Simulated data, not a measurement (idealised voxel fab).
Process module in this document: voxel gate over fins
Pictured: cross-section cut, 220 nm wide, on a grid of 5 nm square cells.
Each cross-section below is a grid of square cells, stated as bands in top-down order, with one or more rows of cells making up each band.
For a band, the entry starts with two heights in nm, that of the top and then that of the bottom, and carries on with the band's materials in order from left to right, each alongside its width in nm; the word "throughout" beside a single material means it fills the band edge to edge, and "air" means empty space.
Height 0 is the level under which the wafer as received is all one material. The lowest band goes on downwards, as in "top 0, no bottom".
A two-number width, for instance "30..40", indicates that the width is equal to the first number in the top row of the band and to the second number in the bottom row, and that it changes by a constant amount per row of cells.
"nothing altered" -> step changed no cross-section cell.
Voids not open to the top, 8 cells minimum: see "Completely sealed voids". Written width x height at distance; distance is from the left edge; nm.
It should be noted that, on the line of a given step, the content following the step's settings is a remark produced by the simulator itself with respect to that step.
overlay nm: right-of-plan distance of the mask on a masked step; negative values mean left-of-plan.
Planned step list for the process:
step 1: RECEIVE (material Si)
step 2: CONFORMAL_DEP (material SiN; thk nm 10)
step 3: MASKED_ETCH (tone cover; mask id FINS; width nm 15; pitch nm 35; etch materials SiN; depth nm 10; overlay nm 0)
step 4: MASKED_ETCH (tone cover; mask id FINS; width nm 15; pitch nm 35; etch materials Si; depth nm 30; overlay nm 0)
step 5: OXIDIZE (depth nm 5)
step 6: FILL_DEP (material SiO2; thk nm 10)
step 7: CMP (height nm 10)
step 8: SELECTIVE_ETCH (etch materials SiO2; depth nm 25)
step 9: STRIP (etch materials SiN)
step 10: CONFORMAL_DEP (material HfO2; thk nm 5)
step 11: CONFORMAL_DEP (material TiN; thk nm 5)
step 12: CONFORMAL_DEP (material TiAl; thk nm 5)
step 13: CONFORMAL_DEP (material TiN; thk nm 5)
step 14: FILL_DEP (material W; thk nm 15)
step 15: CMP (height nm 30)
step 16: CONFORMAL_DEP (material SiN; thk nm 5)
Cross-section of the wafer as it came to us, i.e., already through step 1:
  top 0, no bottom | Si throughout
  Completely sealed voids: none
Cross-sectional image of the first of two wafers at the end of the module, the run having proceeded as planned:
  top 35, bottom 30 | SiN throughout
  top 30, bottom 20 | W throughout
  top 20, bottom 15 | W: 70; TiN: 80; W: 70
  top 15, bottom 10 | W: 70; TiN: 5; TiAl: 70; TiN: 5; W: 70
  top 10, bottom 5 | W: 70; TiN: 5; TiAl: 5; TiN: 25; TiAl: 10; TiN: 25; TiAl: 5; TiN: 5; W: 70
  top 5, bottom 0 | TiN: 75; TiAl: 5; TiN: 5; HfO2: 15; TiN: 5; TiAl: 10; TiN: 5; HfO2: 15; TiN: 5; TiAl: 5; TiN: 75
  top 0, bottom -5 | TiAl: 80; TiN: 5; HfO2: 5; Si: 5; HfO2: 5; TiN: 5; TiAl: 10; TiN: 5; HfO2: 5; Si: 5; HfO2: 5; TiN: 5; TiAl: 80
  top -5, bottom -10 | TiN: 85; HfO2: 5; Si: 5; HfO2: 5; TiN: 20; HfO2: 5; Si: 5; HfO2: 5; TiN: 85
  top -10, bottom -15 | HfO2: 90; Si: 5; HfO2: 30; Si: 5; HfO2: 90
  top -15, bottom -35 | SiO2: 90; Si: 5; SiO2: 30; Si: 5; SiO2: 90
  top -35, no bottom | Si throughout
  Completely sealed voids: none
Second wafer cross-section at end of module - shared start and plan with the first, one mistake in the run:
  top 35, bottom 30 | SiN throughout
  top 30, bottom 20 | W throughout
  top 20, bottom 15 | W: 70; TiAl: 80; W: 70
  top 15, bottom 5 | W: 70; TiAl: 5; TiN: 70; TiAl: 5; W: 70
  top 5, bottom 0 | TiAl: 75; TiN: 10; HfO2: 15; TiN: 20; HfO2: 15; TiN: 10; TiAl: 75
  top 0, bottom -10 | TiN: 85; HfO2: 5; Si: 5; HfO2: 5; TiN: 20; HfO2: 5; Si: 5; HfO2: 5; TiN: 85
  top -10, bottom -15 | HfO2: 90; Si: 5; HfO2: 30; Si: 5; HfO2: 90
  top -15, bottom -35 | SiO2: 90; Si: 5; SiO2: 30; Si: 5; SiO2: 90
  top -35, no bottom | Si throughout
  Completely sealed voids: none
In executing the process, a mistake was made relative to the plan: the run placed steps 12 and 13 each in the position the plan gave to the other
Materials where the second wafer ends with more or fewer cells than the first: TiAl -6; TiN +6
